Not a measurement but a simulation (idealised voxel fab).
This is a process module. Its name is voxel self aligned contacts.
Section cut is 260 nm wide and gridded with 5 nm square cells.
Throughout this document, each cross-section is represented as a grid of square cells and is presented as a sequence of bands enumerated from the top downward, where a band comprises one or more rows of cells.
Heads up on the band format: heights come first, top then bottom, in nm. After that it's the materials left to right, each with its width in nm. A single material flagged "edge to edge" fills the whole band edge to edge, and "empty" means there's empty space there.
The level at which height equals 0 is the one under which the wafer, as it arrives, is entirely one material. No lower edge exists for the bottom band, which continues downward and is notated as in "0 -> down".
You'd read "30->40" like this: the band's top row of cells is as wide as the first number, its bottom row is as wide as the second, and going down, every row changes width by the same amount as the row before did.
Basically "no modification" means that step didn't change any cell in the cross-section.
Voids not open to the top, 8 cells minimum: see "Sealed-off cavities". Written width x height at distance; distance is from the left edge; nm.
Whatever follows a step's settings on its line is a remark the simulator itself makes about that step.
When a step includes a mask, the "overlay nm" setting on its line states how far to the right of its planned place that mask lay, and negative values state how far to the left.

The process steps that were planned are listed below:
1,RECEIVE (material Si)
2,OXIDIZE (depth nm 5)
3,DIRECTIONAL_DEP (material polySi; thk nm 25)
4,DIRECTIONAL_DEP (material SiN; thk nm 25)
5,MASKED_ETCH (tone cover; mask id GATE; width nm 30; pitch nm 75; etch materials SiN; depth nm 25; overlay nm 0)
6,MASKED_ETCH (tone cover; mask id GATE; width nm 30; pitch nm 75; etch materials polySi; depth nm 25; overlay nm 0)
7,CONFORMAL_DEP (material SiN; thk nm 10)
8,DIRECTIONAL_ETCH (etch materials SiN; depth nm 10)
9,FILL_DEP (material SiO2; thk nm 15)
10,CMP (height nm 60)
11,DIRECTIONAL_DEP (material aC; thk nm 10)
12,PATTERN (tone open; mask id CONTACT; material resist; width nm 55; pitch nm 75; thk nm 30; overlay nm 0)
13,DIRECTIONAL_ETCH (etch materials aC; depth nm 10)
14,STRIP (etch materials resist)
15,DIRECTIONAL_ETCH (etch materials SiO2; depth nm 65)
16,STRIP (etch materials aC)
17,CONFORMAL_DEP (material TiN; thk nm 5)
18,FILL_DEP (material Ru; thk nm 10)
19,CMP (height nm 60)
20,CONFORMAL_DEP (material SiCN; thk nm 5)

As received (post step 1): cross-section:
	0 -> down | Si edge to edge
	Sealed-off cavities: none

a wafer at the end: this start, this plan, one mistake:
	80 -> 75 | SiCN edge to edge
	75 -> 65 | Ru edge to edge
	65 -> 60 | 70 TiN; 45 Ru; 30 TiN; 45 Ru; 70 TiN
	60 -> 50 | 65 SiO2; 5->20 TiN; 45->15 Ru; 5->20 TiN; 20 SiO2; 5->20 TiN; 45->15 Ru; 5->20 TiN; 65 SiO2
	50 -> 25 | 30 SiO2; 50 SiN; 5 TiN; 15 Ru; 5 TiN; 50 SiN; 5 TiN; 15 Ru; 5 TiN; 50 SiN; 30 SiO2
	25 -> 0 | 30 SiO2; 10 SiN; 30 polySi; 10 SiN; 5 TiN; 15 Ru; 5 TiN; 10 SiN; 30 polySi; 10 SiN; 5 TiN; 15 Ru; 5 TiN; 10 SiN; 30 polySi; 10 SiN; 30 SiO2
	0 -> -5 | 80 SiO2; 25 TiN; 50 SiO2; 25 TiN; 80 SiO2
	-5 -> down | Si edge to edge
	Sealed-off cavities: none
Nonconformance to the process plan: step 19 of the plan was omitted and not executed
